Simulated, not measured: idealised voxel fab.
This is a process module. Its name is voxel air gaps.
The cross-section on display is named cut; it measures 225 nm wide, and its cells are 5 nm squares.
This document writes a cross-section as a grid whose cells are square, and gives it as bands, listed from the top down; one or more rows of cells form a band. What a band's entry tells you: where the top is and where the bottom is, as heights in nm, and after that what lies inside, material by material from left to right, each with its width in nm. Empty space is written as the word "blank", and a single material marked with the word "throughout" occupies the band from edge to edge. A quick word on heights: they are counted from 0, and under that level the wafer as it came to us is one material throughout. The lowest band is different from the rest in having no bottom; it simply continues downward, written as in "0 down". The width entry "30..40" should be interpreted row by row: the top row of cells in the band takes the first number, the bottom row takes the second number, and the change between adjacent rows is uniform throughout. Step note "no change" = no cross-section cell changed. You'll see "Closed void inventory" listing empty spaces that have no way open to the top, as long as they're 8 cells or more; the notation is width x height at distance, where the distance is from the left edge, and all of it is in nm. Step line, after settings: the simulator's comment on this step. The line of a step may include "overlay nm". On a step with a mask, this value is how far to the right of its planned place the mask lay. A negative value means the mask lay to the left. If you're wondering how to read the rest of this, here's the deal. It's pairs of cross-sections: one from before a process step, one from after it. The after one is only drawn as far down as the lowest band that changed. Right under each pair you'll see which step sits between them and what its settings were. Don't read the pairs as one continuous story, though. They can come from different runs of this module on the same starting wafer, and a pair only carries on from the one above it where its entry headed "Before the step" says so.
Before the step:
	0 down = Si throughout
	Closed void inventory: none
Post-Step Section View:
	15 to 0 = SiO2 throughout
	Below a height of 0, the structure has not been altered.
	Closed void inventory: none
Step that separates the before view from the after view above: CONFORMAL_DEP [material SiO2] [thk nm 15]
Before the step: the wafer arrives at this step looking as the after cross-section in the pair just above shows it.
Post-Step Section View:
	20 to 15 = SiN throughout
	Below a height of 15, the structure has not been altered.
	Closed void inventory: none
Step that separates the before view from the after view above: CONFORMAL_DEP [material SiN] [thk nm 5]
Before the step: the wafer arrives at this step looking as the after cross-section in the pair just above shows it.
Post-Step Section View:
	50 to 20 = lowk throughout
	Below a height of 20, the structure has not been altered.
	Closed void inventory: none
Step that separates the before view from the after view above: DIRECTIONAL_DEP [material lowk] [thk nm 30]
Before the step: the wafer arrives at this step looking as the after cross-section in the pair just above shows it.
Post-Step Section View:
	60 to 50 = aC throughout
	Below a height of 50, the structure has not been altered.
	Closed void inventory: none
Step that separates the before view from the after view above: DIRECTIONAL_DEP [material aC] [thk nm 10]
Before the step: the wafer arrives at this step looking as the after cross-section in the pair just above shows it.
Post-Step Section View:
	85 to 60 = resist (45); blank (15); resist (25); blank (15); resist (25); blank (15); resist (25); blank (15); resist (45)
	Below a height of 60, the structure has not been altered.
	Closed void inventory: none
Step that separates the before view from the after view above: PATTERN [tone open] [mask id LINES] [material resist] [width nm 15] [pitch nm 40] [thk nm 25] [overlay nm 0]
Before the step: the wafer arrives at this step looking as the after cross-section in the pair just above shows it.
Post-Step Section View:
	75 to 60 = resist (45); blank (15); resist (25); blank (15); resist (25); blank (15); resist (25); blank (15); resist (45)
	60 to 50 = aC (45); blank (15); aC (25); blank (15); aC (25); blank (15); aC (25); blank (15); aC (45)
	Below a height of 50, the structure has not been altered.
	Closed void inventory: none
Step that separates the before view from the after view above: DIRECTIONAL_ETCH [etch materials aC] [depth nm 10]
Before the step: the wafer arrives at this step looking as the after cross-section in the pair just above shows it.
Post-Step Section View:
	60 to 50 = aC (45); blank (15); aC (25); blank (15); aC (25); blank (15); aC (25); blank (15); aC (45)
	Below a height of 50, the structure has not been altered.
	Closed void inventory: none
Step that separates the before view from the after view above: STRIP [etch materials resist]
Before the step: the wafer arrives at this step looking as the after cross-section in the pair just above shows it.
Post-Step Section View:
	60 to 50 = aC (45); blank (15); aC (25); blank (15); aC (25); blank (15); aC (25); blank (15); aC (45)
	50 to 20 = lowk (45); blank (15); lowk (25); blank (15); lowk (25); blank (15); lowk (25); blank (15); lowk (45)
	Below a height of 20, the structure has not been altered.
	Closed void inventory: none
Step that separates the before view from the after view above: DIRECTIONAL_ETCH [etch materials lowk] [depth nm 30]
Before the step: the wafer arrives at this step looking as the after cross-section in the pair just above shows it.
Post-Step Section View:
	50 to 20 = lowk (45); blank (15); lowk (25); blank (15); lowk (25); blank (15); lowk (25); blank (15); lowk (45)
	Below a height of 20, the structure has not been altered.
	Closed void inventory: none
Step that separates the before view from the after view above: STRIP [etch materials aC]
Before the step: the wafer arrives at this step looking as the after cross-section in the pair just above shows it.
Post-Step Section View:
	55 to 50 = TiN (50); blank (5); TiN (35); blank (5); TiN (35); blank (5); TiN (35); blank (5); TiN (50)
	50 to 25 = lowk (45); TiN (5); blank (5); TiN (5); lowk (25); TiN (5); blank (5); TiN (5); lowk (25); TiN (5); blank (5); TiN (5); lowk (25); TiN (5); blank (5); TiN (5); lowk (45)
	25 to 20 = lowk (45); TiN (15); lowk (25); TiN (15); lowk (25); TiN (15); lowk (25); TiN (15); lowk (45)
	Below a height of 20, the structure has not been altered.
	Closed void inventory: none
Step that separates the before view from the after view above: CONFORMAL_DEP [material TiN] [thk nm 5]
Before the step: the wafer arrives at this step looking as the after cross-section in the pair just above shows it.
Post-Step Section View:
	65 to 55 = W throughout
	55 to 50 = TiN (50); W (5); TiN (35); W (5); TiN (35); W (5); TiN (35); W (5); TiN (50)
	50 to 25 = lowk (45); TiN (5); W (5); TiN (5); lowk (25); TiN (5); W (5); TiN (5); lowk (25); TiN (5); W (5); TiN (5); lowk (25); TiN (5); W (5); TiN (5); lowk (45)
	Below a height of 25, the structure has not been altered.
	Closed void inventory: none
Step that separates the before view from the after view above: FILL_DEP [material W] [thk nm 10]
Before the step: the wafer arrives at this step looking as the after cross-section in the pair just above shows it.
Post-Step Section View:
	50 to 25 = lowk (45); TiN (5); W (5); TiN (5); lowk (25); TiN (5); W (5); TiN (5); lowk (25); TiN (5); W (5); TiN (5); lowk (25); TiN (5); W (5); TiN (5); lowk (45)
	Below a height of 25, the structure has not been altered.
	Closed void inventory: none
Step that separates the before view from the after view above: CMP [height nm 50]
Before the step: the wafer arrives at this step looking as the after cross-section in the pair just above shows it.
Post-Step Section View:
	60 to 50 = blank (35); Ru (35); blank (5); Ru (35); blank (5); Ru (35); blank (5); Ru (35); blank (35)
	Below a height of 50, the structure has not been altered.
	Closed void inventory: none
Step that separates the before view from the after view above: EPI [material Ru] [thk nm 10]
Before the step: the wafer arrives at this step looking as the after cross-section in the pair just above shows it.
Post-Step Section View:
	60 to 50 = blank (35); Ru (35); blank (5); Ru (35); blank (5); Ru (35); blank (5); Ru (35); blank (35)
	50 to 25 = blank (45); TiN (5); W (5); TiN (5); blank (25); TiN (5); W (5); TiN (5); blank (25); TiN (5); W (5); TiN (5); blank (25); TiN (5); W (5); TiN (5); blank (45)
	25 to 20 = blank (45); TiN (15); blank (25); TiN (15); blank (25); TiN (15); blank (25); TiN (15); blank (45)
	Below a height of 20, the structure has not been altered.
	Closed void inventory: none
Step that separates the before view from the after view above: SELECTIVE_ETCH [etch materials lowk] [depth nm 40]
Before the step: the wafer arrives at this step looking as the after cross-section in the pair just above shows it.
Post-Step Section View:
	65 to 60 = blank (30); SiCN (165); blank (30)
	60 to 50 = blank (30); SiCN (5); Ru (35); SiCN (5); Ru (35); SiCN (5); Ru (35); SiCN (5); Ru (35); SiCN (5); blank (30)
	50 to 45 = blank (30); SiCN (15); TiN (5); W (5); TiN (5); SiCN (25); TiN (5); W (5); TiN (5); SiCN (25); TiN (5); W (5); TiN (5); SiCN (25); TiN (5); W (5); TiN (5); SiCN (15); blank (30)
	45 to 25 = blank (40); SiCN (5); TiN (5); W (5); TiN (5); SiCN (5); blank (15); SiCN (5); TiN (5); W (5); TiN (5); SiCN (5); blank (15); SiCN (5); TiN (5); W (5); TiN (5); SiCN (5); blank (15); SiCN (5); TiN (5); W (5); TiN (5); SiCN (5); blank (40)
	25 to 20 = SiCN (45); TiN (15); SiCN (25); TiN (15); SiCN (25); TiN (15); SiCN (25); TiN (15); SiCN (45)
	Below a height of 20, the structure has not been altered.
	Closed void inventory: 15 x 20 at 65; 15 x 20 at 105; 15 x 20 at 145
Step that separates the before view from the after view above: CONFORMAL_DEP [material SiCN] [thk nm 5]
Before the step:
	65 to 55 = W throughout
	55 to 50 = TiN (50); W (5); TiN (35); W (5); TiN (35); W (5); TiN (35); W (5); TiN (50)
	50 to 25 = lowk (45); TiN (5); W (5); TiN (5); lowk (25); TiN (5); W (5); TiN (5); lowk (25); TiN (5); W (5); TiN (5); lowk (25); TiN (5); W (5); TiN (5); lowk (45)
	25 to 20 = lowk (45); TiN (15); lowk (25); TiN (15); lowk (25); TiN (15); lowk (25); TiN (15); lowk (45)
	20 to 15 = SiN throughout
	15 to 0 = SiO2 throughout
	0 down = Si throughout
	Closed void inventory: none
Post-Step Section View:
	75 to 65 = Ru throughout
	Below a height of 65, the structure has not been altered.
	Closed void inventory: none
Step that separates the before view from the after view above: EPI [material Ru] [thk nm 10]
Before the step: the wafer arrives at this step looking as the after cross-section in the pair just above shows it.
Post-Step Section View:
	80 to 75 = SiCN throughout
	Below a height of 75, the structure has not been altered.
	Closed void inventory: none
Step that separates the before view from the after view above: CONFORMAL_DEP [material SiCN] [thk nm 5]
Before the step:
	15 to 0 = SiO2 throughout
	0 down = Si throughout
	Closed void inventory: none
Post-Step Section View:
	30 to 0 = SiO2 throughout
	Below a height of 0, the structure has not been altered.
	Closed void inventory: none
Step that separates the before view from the after view above: CONFORMAL_DEP [material SiO2] [thk nm 15]
Before the step: the wafer arrives at this step looking as the after cross-section in the pair just above shows it.
Post-Step Section View:
	35 to 30 = SiN throughout
	Below a height of 30, the structure has not been altered.
	Closed void inventory: none
Step that separates the before view from the after view above: CONFORMAL_DEP [material SiN] [thk nm 5]
Before the step: the wafer arrives at this step looking as the after cross-section in the pair just above shows it.
Post-Step Section View:
	65 to 35 = lowk throughout
	Below a height of 35, the structure has not been altered.
	Closed void inventory: none
Step that separates the before view from the after view above: DIRECTIONAL_DEP [material lowk] [thk nm 30]
Before the step: the wafer arrives at this step looking as the after cross-section in the pair just above shows it.
Post-Step Section View:
	75 to 65 = aC throughout
	Below a height of 65, the structure has not been altered.
	Closed void inventory: none
Step that separates the before view from the after view above: DIRECTIONAL_DEP [material aC] [thk nm 10]
Before the step: the wafer arrives at this step looking as the after cross-section in the pair just above shows it.
Post-Step Section View:
	100 to 75 = resist (45); blank (15); resist (25); blank (15); resist (25); blank (15); resist (25); blank (15); resist (45)
	Below a height of 75, the structure has not been altered.
	Closed void inventory: none
Step that separates the before view from the after view above: PATTERN [tone open] [mask id LINES] [material resist] [width nm 15] [pitch nm 40] [thk nm 25] [overlay nm 0]
Before the step: the wafer arrives at this step looking as the after cross-section in the pair just above shows it.
Post-Step Section View:
	90 to 75 = resist (45); blank (15); resist (25); blank (15); resist (25); blank (15); resist (25); blank (15); resist (45)
	75 to 65 = aC (45); blank (15); aC (25); blank (15); aC (25); blank (15); aC (25); blank (15); aC (45)
	Below a height of 65, the structure has not been altered.
	Closed void inventory: none
Step that separates the before view from the after view above: DIRECTIONAL_ETCH [etch materials aC] [depth nm 10]
Before the step: the wafer arrives at this step looking as the after cross-section in the pair just above shows it.
Post-Step Section View:
	75 to 65 = aC (45); blank (15); aC (25); blank (15); aC (25); blank (15); aC (25); blank (15); aC (45)
	Below a height of 65, the structure has not been altered.
	Closed void inventory: none
Step that separates the before view from the after view above: STRIP [etch materials resist]
Before the step: the wafer arrives at this step looking as the after cross-section in the pair just above shows it.
Post-Step Section View:
	75 to 65 = aC (45); blank (15); aC (25); blank (15); aC (25); blank (15); aC (25); blank (15); aC (45)
	65 to 35 = lowk (45); blank (15); lowk (25); blank (15); lowk (25); blank (15); lowk (25); blank (15); lowk (45)
	Below a height of 35, the structure has not been altered.
	Closed void inventory: none
Step that separates the before view from the after view above: DIRECTIONAL_ETCH [etch materials lowk] [depth nm 30]
Before the step: the wafer arrives at this step looking as the after cross-section in the pair just above shows it.
Post-Step Section View:
	65 to 35 = lowk (45); blank (15); lowk (25); blank (15); lowk (25); blank (15); lowk (25); blank (15); lowk (45)
	Below a height of 35, the structure has not been altered.
	Closed void inventory: none
Step that separates the before view from the after view above: STRIP [etch materials aC]
Before the step: the wafer arrives at this step looking as the after cross-section in the pair just above shows it.
Post-Step Section View:
	70 to 65 = TiN (50); blank (5); TiN (35); blank (5); TiN (35); blank (5); TiN (35); blank (5); TiN (50)
	65 to 40 = lowk (45); TiN (5); blank (5); TiN (5); lowk (25); TiN (5); blank (5); TiN (5); lowk (25); TiN (5); blank (5); TiN (5); lowk (25); TiN (5); blank (5); TiN (5); lowk (45)
	40 to 35 = lowk (45); TiN (15); lowk (25); TiN (15); lowk (25); TiN (15); lowk (25); TiN (15); lowk (45)
	Below a height of 35, the structure has not been altered.
	Closed void inventory: none
Step that separates the before view from the after view above: CONFORMAL_DEP [material TiN] [thk nm 5]
Before the step: the wafer arrives at this step looking as the after cross-section in the pair just above shows it.
Post-Step Section View:
	80 to 70 = W throughout
	70 to 65 = TiN (50); W (5); TiN (35); W (5); TiN (35); W (5); TiN (35); W (5); TiN (50)
	65 to 40 = lowk (45); TiN (5); W (5); TiN (5); lowk (25); TiN (5); W (5); TiN (5); lowk (25); TiN (5); W (5); TiN (5); lowk (25); TiN (5); W (5); TiN (5); lowk (45)
	Below a height of 40, the structure has not been altered.
	Closed void inventory: none
Step that separates the before view from the after view above: FILL_DEP [material W] [thk nm 10]
Before the step: the wafer arrives at this step looking as the after cross-section in the pair just above shows it.
Post-Step Section View:
	50 to 40 = lowk (45); TiN (5); W (5); TiN (5); lowk (25); TiN (5); W (5); TiN (5); lowk (25); TiN (5); W (5); TiN (5); lowk (25); TiN (5); W (5); TiN (5); lowk (45)
	Below a height of 40, the structure has not been altered.
	Closed void inventory: none
Step that separates the before view from the after view above: CMP [height nm 50]
Before the step: the wafer arrives at this step looking as the after cross-section in the pair just above shows it.
Post-Step Section View:
	60 to 50 = blank (35); Ru (35); blank (5); Ru (35); blank (5); Ru (35); blank (5); Ru (35); blank (35)
	Below a height of 50, the structure has not been altered.
	Closed void inventory: none
Step that separates the before view from the after view above: EPI [material Ru] [thk nm 10]
Before the step: the wafer arrives at this step looking as the after cross-section in the pair just above shows it.
Post-Step Section View:
	60 to 50 = blank (35); Ru (35); blank (5); Ru (35); blank (5); Ru (35); blank (5); Ru (35); blank (35)
	50 to 40 = blank (45); TiN (5); W (5); TiN (5); blank (25); TiN (5); W (5); TiN (5); blank (25); TiN (5); W (5); TiN (5); blank (25); TiN (5); W (5); TiN (5); blank (45)
	40 to 35 = blank (45); TiN (15); blank (25); TiN (15); blank (25); TiN (15); blank (25); TiN (15); blank (45)
	Below a height of 35, the structure has not been altered.
	Closed void inventory: none
Step that separates the before view from the after view above: SELECTIVE_ETCH [etch materials lowk] [depth nm 40]
Before the step: the wafer arrives at this step looking as the after cross-section in the pair just above shows it.
Post-Step Section View:
	65 to 60 = blank (30); SiCN (165); blank (30)
	60 to 50 = blank (30); SiCN (5); Ru (35); SiCN (5); Ru (35); SiCN (5); Ru (35); SiCN (5); Ru (35); SiCN (5); blank (30)
	50 to 45 = blank (30); SiCN (15); TiN (5); W (5); TiN (5); SiCN (25); TiN (5); W (5); TiN (5); SiCN (25); TiN (5); W (5); TiN (5); SiCN (25); TiN (5); W (5); TiN (5); SiCN (15); blank (30)
	45 to 40 = blank (40); SiCN (5); TiN (5); W (5); TiN (5); SiCN (5); blank (15); SiCN (5); TiN (5); W (5); TiN (5); SiCN (5); blank (15); SiCN (5); TiN (5); W (5); TiN (5); SiCN (5); blank (15); SiCN (5); TiN (5); W (5); TiN (5); SiCN (5); blank (40)
	40 to 35 = SiCN (45); TiN (15); SiCN (25); TiN (15); SiCN (25); TiN (15); SiCN (25); TiN (15); SiCN (45)
	Below a height of 35, the structure has not been altered.
	Closed void inventory: none
Step that separates the before view from the after view above: CONFORMAL_DEP [material SiCN] [thk nm 5]
Before the step:
	0 down = Si throughout
	Closed void inventory: none
Post-Step Section View:
	5 to 0 = SiN throughout
	Below a height of 0, the structure has not been altered.
	Closed void inventory: none
Step that separates the before view from the after view above: CONFORMAL_DEP [material SiN] [thk nm 5]
Before the step: the wafer arrives at this step looking as the after cross-section in the pair just above shows it.
Post-Step Section View:
	20 to 5 = SiO2 throughout
	Below a height of 5, the structure has not been altered.
	Closed void inventory: none
Step that separates the before view from the after view above: CONFORMAL_DEP [material SiO2] [thk nm 15]
Before the step: the wafer arrives at this step looking as the after cross-section in the pair just above shows it.
Post-Step Section View:
	50 to 20 = lowk throughout
	Below a height of 20, the structure has not been altered.
	Closed void inventory: none
Step that separates the before view from the after view above: DIRECTIONAL_DEP [material lowk] [thk nm 30]
Before the step: the wafer arrives at this step looking as the after cross-section in the pair just above shows it.
Post-Step Section View:
	60 to 50 = aC throughout
	Below a height of 50, the structure has not been altered.
	Closed void inventory: none
Step that separates the before view from the after view above: DIRECTIONAL_DEP [material aC] [thk nm 10]
Before the step: the wafer arrives at this step looking as the after cross-section in the pair just above shows it.
Post-Step Section View:
	85 to 60 = resist (45); blank (15); resist (25); blank (15); resist (25); blank (15); resist (25); blank (15); resist (45)
	Below a height of 60, the structure has not been altered.
	Closed void inventory: none
Step that separates the before view from the after view above: PATTERN [tone open] [mask id LINES] [material resist] [width nm 15] [pitch nm 40] [thk nm 25] [overlay nm 0]
Before the step: the wafer arrives at this step looking as the after cross-section in the pair just above shows it.
Post-Step Section View:
	75 to 60 = resist (45); blank (15); resist (25); blank (15); resist (25); blank (15); resist (25); blank (15); resist (45)
	60 to 50 = aC (45); blank (15); aC (25); blank (15); aC (25); blank (15); aC (25); blank (15); aC (45)
	Below a height of 50, the structure has not been altered.
	Closed void inventory: none
Step that separates the before view from the after view above: DIRECTIONAL_ETCH [etch materials aC] [depth nm 10]
Before the step: the wafer arrives at this step looking as the after cross-section in the pair just above shows it.
Post-Step Section View:
	60 to 50 = aC (45); blank (15); aC (25); blank (15); aC (25); blank (15); aC (25); blank (15); aC (45)
	Below a height of 50, the structure has not been altered.
	Closed void inventory: none
Step that separates the before view from the after view above: STRIP [etch materials resist]
Before the step: the wafer arrives at this step looking as the after cross-section in the pair just above shows it.
Post-Step Section View:
	60 to 50 = aC (45); blank (15); aC (25); blank (15); aC (25); blank (15); aC (25); blank (15); aC (45)
	50 to 20 = lowk (45); blank (15); lowk (25); blank (15); lowk (25); blank (15); lowk (25); blank (15); lowk (45)
	Below a height of 20, the structure has not been altered.
	Closed void inventory: none
Step that separates the before view from the after view above: DIRECTIONAL_ETCH [etch materials lowk] [depth nm 30]
Before the step: the wafer arrives at this step looking as the after cross-section in the pair just above shows it.
Post-Step Section View:
	50 to 20 = lowk (45); blank (15); lowk (25); blank (15); lowk (25); blank (15); lowk (25); blank (15); lowk (45)
	Below a height of 20, the structure has not been altered.
	Closed void inventory: none
Step that separates the before view from the after view above: STRIP [etch materials aC]
Before the step: the wafer arrives at this step looking as the after cross-section in the pair just above shows it.
Post-Step Section View:
	55 to 50 = TiN (50); blank (5); TiN (35); blank (5); TiN (35); blank (5); TiN (35); blank (5); TiN (50)
	50 to 25 = lowk (45); TiN (5); blank (5); TiN (5); lowk (25); TiN (5); blank (5); TiN (5); lowk (25); TiN (5); blank (5); TiN (5); lowk (25); TiN (5); blank (5); TiN (5); lowk (45)
	25 to 20 = lowk (45); TiN (15); lowk (25); TiN (15); lowk (25); TiN (15); lowk (25); TiN (15); lowk (45)
	Below a height of 20, the structure has not been altered.
	Closed void inventory: none
Step that separates the before view from the after view above: CONFORMAL_DEP [material TiN] [thk nm 5]
Before the step: the wafer arrives at this step looking as the after cross-section in the pair just above shows it.
Post-Step Section View:
	65 to 55 = W throughout
	55 to 50 = TiN (50); W (5); TiN (35); W (5); TiN (35); W (5); TiN (35); W (5); TiN (50)
	50 to 25 = lowk (45); TiN (5); W (5); TiN (5); lowk (25); TiN (5); W (5); TiN (5); lowk (25); TiN (5); W (5); TiN (5); lowk (25); TiN (5); W (5); TiN (5); lowk (45)
	Below a height of 25, the structure has not been altered.
	Closed void inventory: none
Step that separates the before view from the after view above: FILL_DEP [material W] [thk nm 10]
Before the step: the wafer arrives at this step looking as the after cross-section in the pair just above shows it.
Post-Step Section View:
	50 to 25 = lowk (45); TiN (5); W (5); TiN (5); lowk (25); TiN (5); W (5); TiN (5); lowk (25); TiN (5); W (5); TiN (5); lowk (25); TiN (5); W (5); TiN (5); lowk (45)
	Below a height of 25, the structure has not been altered.
	Closed void inventory: none
Step that separates the before view from the after view above: CMP [height nm 50]
Before the step: the wafer arrives at this step looking as the after cross-section in the pair just above shows it.
Post-Step Section View:
	60 to 50 = blank (35); Ru (35); blank (5); Ru (35); blank (5); Ru (35); blank (5); Ru (35); blank (35)
	Below a height of 50, the structure has not been altered.
	Closed void inventory: none
Step that separates the before view from the after view above: EPI [material Ru] [thk nm 10]
Before the step: the wafer arrives at this step looking as the after cross-section in the pair just above shows it.
Post-Step Section View:
	60 to 50 = blank (35); Ru (35); blank (5); Ru (35); blank (5); Ru (35); blank (5); Ru (35); blank (35)
	50 to 25 = blank (45); TiN (5); W (5); TiN (5); blank (25); TiN (5); W (5); TiN (5); blank (25); TiN (5); W (5); TiN (5); blank (25); TiN (5); W (5); TiN (5); blank (45)
	25 to 20 = blank (45); TiN (15); blank (25); TiN (15); blank (25); TiN (15); blank (25); TiN (15); blank (45)
	Below a height of 20, the structure has not been altered.
	Closed void inventory: none
Step that separates the before view from the after view above: SELECTIVE_ETCH [etch materials lowk] [depth nm 40]
Before the step: the wafer arrives at this step looking as the after cross-section in the pair just above shows it.
Post-Step Section View:
	65 to 60 = blank (30); SiCN (165); blank (30)
	60 to 50 = blank (30); SiCN (5); Ru (35); SiCN (5); Ru (35); SiCN (5); Ru (35); SiCN (5); Ru (35); SiCN (5); blank (30)
	50 to 45 = blank (30); SiCN (15); TiN (5); W (5); TiN (5); SiCN (25); TiN (5); W (5); TiN (5); SiCN (25); TiN (5); W (5); TiN (5); SiCN (25); TiN (5); W (5); TiN (5); SiCN (15); blank (30)
	45 to 25 = blank (40); SiCN (5); TiN (5); W (5); TiN (5); SiCN (5); blank (15); SiCN (5); TiN (5); W (5); TiN (5); SiCN (5); blank (15); SiCN (5); TiN (5); W (5); TiN (5); SiCN (5); blank (15); SiCN (5); TiN (5); W (5); TiN (5); SiCN (5); blank (40)
	25 to 20 = SiCN (45); TiN (15); SiCN (25); TiN (15); SiCN (25); TiN (15); SiCN (25); TiN (15); SiCN (45)
	Below a height of 20, the structure has not been altered.
	Closed void inventory: 15 x 20 at 65; 15 x 20 at 105; 15 x 20 at 145
Step that separates the before view from the after view above: CONFORMAL_DEP [material SiCN] [thk nm 5]
Before the step:
	50 to 25 = lowk (45); TiN (5); W (5); TiN (5); lowk (25); TiN (5); W (5); TiN (5); lowk (25); TiN (5); W (5); TiN (5); lowk (25); TiN (5); W (5); TiN (5); lowk (45)
	25 to 20 = lowk (45); TiN (15); lowk (25); TiN (15); lowk (25); TiN (15); lowk (25); TiN (15); lowk (45)
	20 to 15 = SiN throughout
	15 to 0 = SiO2 throughout
	0 down = Si throughout
	Closed void inventory: none
Post-Step Section View:
	55 to 50 = blank (40); Ru (25); blank (15); Ru (25); blank (15); Ru (25); blank (15); Ru (25); blank (40)
	Below a height of 50, the structure has not been altered.
	Closed void inventory: none
Step that separates the before view from the after view above: EPI [material Ru] [thk nm 5]
Before the step: the wafer arrives at this step looking as the after cross-section in the pair just above shows it.
Post-Step Section View:
	55 to 50 = blank (40); Ru (25); blank (15); Ru (25); blank (15); Ru (25); blank (15); Ru (25); blank (40)
	50 to 25 = blank (45); TiN (5); W (5); TiN (5); blank (25); TiN (5); W (5); TiN (5); blank (25); TiN (5); W (5); TiN (5); blank (25); TiN (5); W (5); TiN (5); blank (45)
	25 to 20 = blank (45); TiN (15); blank (25); TiN (15); blank (25); TiN (15); blank (25); TiN (15); blank (45)
	Below a height of 20, the structure has not been altered.
	Closed void inventory: none
Step that separates the before view from the after view above: SELECTIVE_ETCH [etch materials lowk] [depth nm 40]
Before the step: the wafer arrives at this step looking as the after cross-section in the pair just above shows it.
Post-Step Section View:
	60 to 55 = blank (35); SiCN (35); blank (5); SiCN (35); blank (5); SiCN (35); blank (5); SiCN (35); blank (35)
	55 to 50 = blank (35); SiCN (5); Ru (25); SiCN (5); blank (5); SiCN (5); Ru (25); SiCN (5); blank (5); SiCN (5); Ru (25); SiCN (5); blank (5); SiCN (5); Ru (25); SiCN (5); blank (35)
	50 to 45 = blank (35); SiCN (10); TiN (5); W (5); TiN (5); SiCN (10); blank (5); SiCN (10); TiN (5); W (5); TiN (5); SiCN (10); blank (5); SiCN (10); TiN (5); W (5); TiN (5); SiCN (10); blank (5); SiCN (10); TiN (5); W (5); TiN (5); SiCN (10); blank (35)
	45 to 25 = blank (40); SiCN (5); TiN (5); W (5); TiN (5); SiCN (5); blank (15); SiCN (5); TiN (5); W (5); TiN (5); SiCN (5); blank (15); SiCN (5); TiN (5); W (5); TiN (5); SiCN (5); blank (15); SiCN (5); TiN (5); W (5); TiN (5); SiCN (5); blank (40)
	25 to 20 = SiCN (45); TiN (15); SiCN (25); TiN (15); SiCN (25); TiN (15); SiCN (25); TiN (15); SiCN (45)
	Below a height of 20, the structure has not been altered.
	Closed void inventory: none
Step that separates the before view from the after view above: CONFORMAL_DEP [material SiCN] [thk nm 5]
Before the step:
	60 to 50 = aC throughout
	50 to 20 = lowk throughout
	20 to 15 = SiN throughout
	15 to 0 = SiO2 throughout
	0 down = Si throughout
	Closed void inventory: none
Post-Step Section View:
	85 to 60 = resist (40); blank (25); resist (15); blank (25); resist (15); blank (25); resist (15); blank (25); resist (40)
	Below a height of 60, the structure has not been altered.
	Closed void inventory: none
Step that separates the before view from the after view above: PATTERN [tone open] [mask id LINES] [material resist] [width nm 25] [pitch nm 40] [thk nm 25] [overlay nm 0]
Before the step: the wafer arrives at this step looking as the after cross-section in the pair just above shows it.
Post-Step Section View:
	75 to 60 = resist (40); blank (25); resist (15); blank (25); resist (15); blank (25); resist (15); blank (25); resist (40)
	60 to 50 = aC (40); blank (25); aC (15); blank (25); aC (15); blank (25); aC (15); blank (25); aC (40)
	Below a height of 50, the structure has not been altered.
	Closed void inventory: none
Step that separates the before view from the after view above: DIRECTIONAL_ETCH [etch materials aC] [depth nm 10]
Before the step: the wafer arrives at this step looking as the after cross-section in the pair just above shows it.
Post-Step Section View:
	60 to 50 = aC (40); blank (25); aC (15); blank (25); aC (15); blank (25); aC (15); blank (25); aC (40)
	Below a height of 50, the structure has not been altered.
	Closed void inventory: none
Step that separates the before view from the after view above: STRIP [etch materials resist]
Before the step: the wafer arrives at this step looking as the after cross-section in the pair just above shows it.
Post-Step Section View:
	60 to 50 = aC (40); blank (25); aC (15); blank (25); aC (15); blank (25); aC (15); blank (25); aC (40)
	50 to 20 = lowk (40); blank (25); lowk (15); blank (25); lowk (15); blank (25); lowk (15); blank (25); lowk (40)
	Below a height of 20, the structure has not been altered.
	Closed void inventory: none
Step that separates the before view from the after view above: DIRECTIONAL_ETCH [etch materials lowk] [depth nm 30]
Before the step: the wafer arrives at this step looking as the after cross-section in the pair just above shows it.
Post-Step Section View:
	50 to 20 = lowk (40); blank (25); lowk (15); blank (25); lowk (15); blank (25); lowk (15); blank (25); lowk (40)
	Below a height of 20, the structure has not been altered.
	Closed void inventory: none
Step that separates the before view from the after view above: STRIP [etch materials aC]
Before the step: the wafer arrives at this step looking as the after cross-section in the pair just above shows it.
Post-Step Section View:
	55 to 50 = TiN (45); blank (15); TiN (25); blank (15); TiN (25); blank (15); TiN (25); blank (15); TiN (45)
	50 to 25 = lowk (40); TiN (5); blank (15); TiN (5); lowk (15); TiN (5); blank (15); TiN (5); lowk (15); TiN (5); blank (15); TiN (5); lowk (15); TiN (5); blank (15); TiN (5); lowk (40)
	25 to 20 = lowk (40); TiN (25); lowk (15); TiN (25); lowk (15); TiN (25); lowk (15); TiN (25); lowk (40)
	Below a height of 20, the structure has not been altered.
	Closed void inventory: none
Step that separates the before view from the after view above: CONFORMAL_DEP [material TiN] [thk nm 5]
Before the step: the wafer arrives at this step looking as the after cross-section in the pair just above shows it.
Post-Step Section View:
	65 to 55 = W throughout
	55 to 50 = TiN (45); W (15); TiN (25); W (15); TiN (25); W (15); TiN (25); W (15); TiN (45)
	50 to 25 = lowk (40); TiN (5); W (15); TiN (5); lowk (15); TiN (5); W (15); TiN (5); lowk (15); TiN (5); W (15); TiN (5); lowk (15); TiN (5); W (15); TiN (5); lowk (40)
	Below a height of 25, the structure has not been altered.
	Closed void inventory: none
Step that separates the before view from the after view above: FILL_DEP [material W] [thk nm 10]
Before the step: the wafer arrives at this step looking as the after cross-section in the pair just above shows it.
Post-Step Section View:
	50 to 25 = lowk (40); TiN (5); W (15); TiN (5); lowk (15); TiN (5); W (15); TiN (5); lowk (15); TiN (5); W (15); TiN (5); lowk (15); TiN (5); W (15); TiN (5); lowk (40)
	Below a height of 25, the structure has not been altered.
	Closed void inventory: none
Step that separates the before view from the after view above: CMP [height nm 50]
Before the step: the wafer arrives at this step looking as the after cross-section in the pair just above shows it.
Post-Step Section View:
	60 to 50 = blank (30); Ru (165); blank (30)
	Below a height of 50, the structure has not been altered.
	Closed void inventory: none
Step that separates the before view from the after view above: EPI [material Ru] [thk nm 10]
Before the step: the wafer arrives at this step looking as the after cross-section in the pair just above shows it.
Post-Step Section View:
	60 to 50 = blank (30); Ru (165); blank (30)
	50 to 25 = blank (40); TiN (5); W (15); TiN (5); lowk (15); TiN (5); W (15); TiN (5); lowk (15); TiN (5); W (15); TiN (5); lowk (15); TiN (5); W (15); TiN (5); blank (40)
	25 to 20 = blank (40); TiN (25); lowk (15); TiN (25); lowk (15); TiN (25); lowk (15); TiN (25); blank (40)
	Below a height of 20, the structure has not been altered.
	Closed void inventory: none
Step that separates the before view from the after view above: SELECTIVE_ETCH [etch materials lowk] [depth nm 40]
